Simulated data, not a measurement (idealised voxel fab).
Process module, titled voxel capacitor over wiring
cross-section cut | 265 nm wide | cells 5 nm
Throughout this document, each cross-section is represented as a grid of square cells and is presented as a sequence of bands enumerated from the top downward, where a band comprises one or more rows of cells. Look at the band entry: it leads with the top's height and the bottom's height in nm. Then it lists the materials left to right, with a width in nm for each. The word "throughout" on a single material says that material fills the band edge to edge. The word "blank" is empty space. For the purposes of this specification, 0 denotes the height below which the wafer in its as-received condition is composed wholly of one material, and the lowermost band, lacking a lower limit, extends downward without end, as expressed in "top 0, no bottom". The two numbers in a width such as "30..40" mark its ends across the band: the first belongs to the top row of cells, the second to the bottom row, and from each row to the next the width moves by the same amount. For the purposes of this document, the phrase "nothing altered" attached to a step denotes that no cell within the cross-section was modified by that step. Any empty space of 8 cells or more lacking an open way to the top shows up in "Closed void roster" as width x height at distance, distance from the left edge, in nm. Note: text after step settings on the step line = simulator remark on that step. "overlay nm", when on a step's line for a step with a mask, measures how far to the right of its planned place the mask lay; a negative measure means to the left.
## Process steps (planned)
- 1: RECEIVE, material Si
- 2: CONFORMAL_DEP, material SiO2, thk nm 15
- 3: CONFORMAL_DEP, material SiN, thk nm 5
- 4: DIRECTIONAL_DEP, material lowk, thk nm 25
- 5: PATTERN, tone open, mask id METAL_1, material resist, width nm 30, pitch nm 85, thk nm 15, overlay nm 0
- 6: DIRECTIONAL_ETCH, etch materials lowk, depth nm 25
- 7: DIRECTIONAL_ETCH, etch materials SiN, depth nm 5
- 8: STRIP, etch materials resist
- 9: CONFORMAL_DEP, material TiN, thk nm 5
- 10: FILL_DEP, material W, thk nm 10
- 11: CMP, height nm 45
- 12: EPI, material Ru, thk nm 5
- 13: FILL_DEP, material SiCN, thk nm 5
- 14: DIRECTIONAL_DEP, material lowk, thk nm 20
- 15: MASKED_ETCH, tone open, mask id PLUG_1, width nm 15, etch materials lowk, depth nm 20, overlay nm 0
- 16: MASKED_ETCH, tone open, mask id PLUG_1, width nm 15, etch materials SiCN, depth nm 5, overlay nm 0
- 17: CONFORMAL_DEP, material TiN, thk nm 5
- 18: FILL_DEP, material Cu, thk nm 5
- 19: CMP, height nm 75
- 20: DIRECTIONAL_DEP, material TiN, thk nm 10
- 21: DIRECTIONAL_DEP, material HfO2, thk nm 5
- 22: DIRECTIONAL_DEP, material TiN, thk nm 5
- 23: DIRECTIONAL_DEP, material aC, thk nm 15
- 24: PATTERN, tone cover, mask id UPPER_PLATE, material resist, width nm 60, thk nm 35, overlay nm 0
- 25: DIRECTIONAL_ETCH, etch materials aC, depth nm 15
- 26: STRIP, etch materials resist
- 27: DIRECTIONAL_ETCH, etch materials TiN, depth nm 5
- 28: DIRECTIONAL_ETCH, etch materials HfO2, depth nm 5
- 29: STRIP, etch materials aC
- 30: MASKED_ETCH, tone cover, mask id LOWER_PLATE, width nm 70, etch materials TiN, depth nm 10, overlay nm 0
- 31: FILL_DEP, material SiO2, thk nm 15
- 32: CMP, height nm 105
- 33: PATTERN, tone open, mask id PLUG_2, material resist, width nm 15, thk nm 15, overlay nm -15
- 34: DIRECTIONAL_ETCH, etch materials SiO2, depth nm 10
- 35: STRIP, etch materials resist
- 36: CONFORMAL_DEP, material TiN, thk nm 5
- 37: FILL_DEP, material Ru, thk nm 5
- 38: CMP, height nm 105
- 39: CONFORMAL_DEP, material SiCN, thk nm 5
Variable across wafers: step 33 overlay nm (plan value is that of the first wafer; starting state common to all).
## first wafer as received, after step 1
  top 0, no bottom = Si throughout
  Closed void roster: none
## Cross-section, first of several wafers, end of module, after last step 39
  top 110, bottom 105 = SiCN throughout
  top 105, bottom 100 = 85 SiO2 / 5 TiN / 5 Ru / 5 TiN / 165 SiO2
  top 100, bottom 90 = 85..90 SiO2 / 15..60 TiN / 165..115 SiO2
  top 90, bottom 85 = 90 SiO2 / 60 HfO2 / 115 SiO2
  top 85, bottom 75 = 85 SiO2 / 70 TiN / 110 SiO2
  top 75, bottom 55 = 90 lowk / 5 TiN / 5 Cu / 5 TiN / 160 lowk
  top 55, bottom 50 = 90 SiCN / 15 TiN / 160 SiCN
  top 50, bottom 45 = 70 SiCN / 40 Ru / 45 SiCN / 40 Ru / 70 SiCN
  top 45, bottom 20 = 75 lowk / 5 TiN / 20 W / 5 TiN / 55 lowk / 5 TiN / 20 W / 5 TiN / 75 lowk
  top 20, bottom 15 = 75 SiN / 30 TiN / 55 SiN / 30 TiN / 75 SiN
  top 15, bottom 0 = SiO2 throughout
  top 0, no bottom = Si throughout
  Closed void roster: none
## Module end, final wafer: cross-section
  top 110, bottom 105 = SiCN throughout
  top 105, bottom 100 = 115 SiO2 / 5 TiN / 5 Ru / 5 TiN / 135 SiO2
  top 100, bottom 90 = 115..90 SiO2 / 15..60 TiN / 135..115 SiO2
  top 90, bottom 85 = 90 SiO2 / 60 HfO2 / 115 SiO2
  top 85, bottom 75 = 85 SiO2 / 70 TiN / 110 SiO2
  top 75, bottom 55 = 90 lowk / 5 TiN / 5 Cu / 5 TiN / 160 lowk
  top 55, bottom 50 = 90 SiCN / 15 TiN / 160 SiCN
  top 50, bottom 45 = 70 SiCN / 40 Ru / 45 SiCN / 40 Ru / 70 SiCN
  top 45, bottom 20 = 75 lowk / 5 TiN / 20 W / 5 TiN / 55 lowk / 5 TiN / 20 W / 5 TiN / 75 lowk
  top 20, bottom 15 = 75 SiN / 30 TiN / 55 SiN / 30 TiN / 75 SiN
  top 15, bottom 0 = SiO2 throughout
  top 0, no bottom = Si throughout
  Closed void roster: none
## Quick key for the table: a row per wafer, taken at the end of the module. For each material it tells you how many cells the wafer gained (+) or lost (-) since it came in, and the closed voids come after
overlay nm -15, +4 Cu, +12 HfO2, +17 Ru, +140 SiCN, +41 SiN, +419 SiO2, +88 TiN, +40 W, +405 lowk, Closed void roster: none
overlay nm -10, +4 Cu, +12 HfO2, +17 Ru, +140 SiCN, +41 SiN, +419 SiO2, +88 TiN, +40 W, +405 lowk, Closed void roster: none
overlay nm -5, +4 Cu, +12 HfO2, +17 Ru, +140 SiCN, +41 SiN, +419 SiO2, +88 TiN, +40 W, +405 lowk, Closed void roster: none
overlay nm 0, +4 Cu, +12 HfO2, +17 Ru, +140 SiCN, +41 SiN, +419 SiO2, +88 TiN, +40 W, +405 lowk, Closed void roster: none
overlay nm 5, +4 Cu, +12 HfO2, +17 Ru, +140 SiCN, +41 SiN, +419 SiO2, +88 TiN, +40 W, +405 lowk, Closed void roster: none
overlay nm 10, +4 Cu, +12 HfO2, +17 Ru, +140 SiCN, +41 SiN, +419 SiO2, +88 TiN, +40 W, +405 lowk, Closed void roster: none
overlay nm 15, +4 Cu, +12 HfO2, +17 Ru, +140 SiCN, +41 SiN, +419 SiO2, +88 TiN, +40 W, +405 lowk, Closed void roster: none
